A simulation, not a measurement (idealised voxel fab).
Presented below is a process module, voxel fin reveal.
Each square cell in cross-section cut measures 5 nm, and the section as a whole is 235 nm wide.
How to read a cross-section here: the picture is a grid of square cells, written as bands going from the top down, and any band can span one or more rows of cells.
What a band's entry tells you: where the top is and where the bottom is, as heights in nm, and after that what lies inside, material by material from left to right, each with its width in nm. Empty space is written as the word "air", and a single material marked with the word "all across" occupies the band from edge to edge.
For the purposes of this specification, 0 denotes the height below which the wafer in its as-received condition is composed wholly of one material, and the lowermost band, lacking a lower limit, extends downward without end, as expressed in "0 -> down".
Width: "30..40" (first number = top row, second number = bottom row, same change from row to row of cells).
When a step is marked "changes: none", none of the cells in the cross-section changed during that step.
You'll see "Tabulated closed voids" listing empty spaces that have no way open to the top, as long as they're 8 cells or more; the notation is width x height at distance, where the distance is from the left edge, and all of it is in nm.
It should be noted that, on the line of a given step, the content following the step's settings is a remark produced by the simulator itself with respect to that step.
"overlay nm" denotes, for a step that has a mask, the displacement of the mask to the right of its planned place, with negative values corresponding to the left.

-- The planned process steps are enumerated hereunder
1 RECEIVE [material Si]
2 CONFORMAL_DEP [material SiN] [thk nm 5]
3 PATTERN [tone cover] [mask id FINS] [material resist] [width nm 15] [pitch nm 35] [thk nm 15] [overlay nm 0]
4 DIRECTIONAL_ETCH [etch materials SiN] [depth nm 5]
5 DIRECTIONAL_ETCH [etch materials Si] [depth nm 30]
6 STRIP [etch materials resist]
7 OXIDIZE [depth nm 5]
8 FILL_DEP [material SiO2] [thk nm 10]
9 CMP [height nm 5]
10 SELECTIVE_ETCH [etch materials SiO2] [depth nm 15]
11 STRIP [etch materials SiN]
12 CONFORMAL_DEP [material SiO2] [thk nm 5]

-- Incoming wafer in cross-section (state: after step 1)
> 0 -> down  Si all across
> Tabulated closed voids: none

-- Module complete, cross-section. Starting point and plan per above. One mistake made in running the module
> 5 -> 0  90 nm SiO2, then 15 nm air, then 20 nm SiO2, then 15 nm air, then 95 nm SiO2
> 0 -> -5  85 nm Si, then 5 nm SiO2, then 15 nm air, then 5 nm SiO2, then 10 nm Si, then 5 nm SiO2, then 15 nm air, then 5 nm SiO2, then 90 nm Si
> -5 -> -35  85 nm Si, then 25 nm SiO2, then 10 nm Si, then 25 nm SiO2, then 90 nm Si
> -35 -> down  Si all across
> Tabulated closed voids: none
Finding, execution versus plan: step 3 went in with a setting other than planned; the actual run was PATTERN [tone open] [mask id FINS] [material resist] [width nm 15] [pitch nm 35] [thk nm 15] [overlay nm 0]
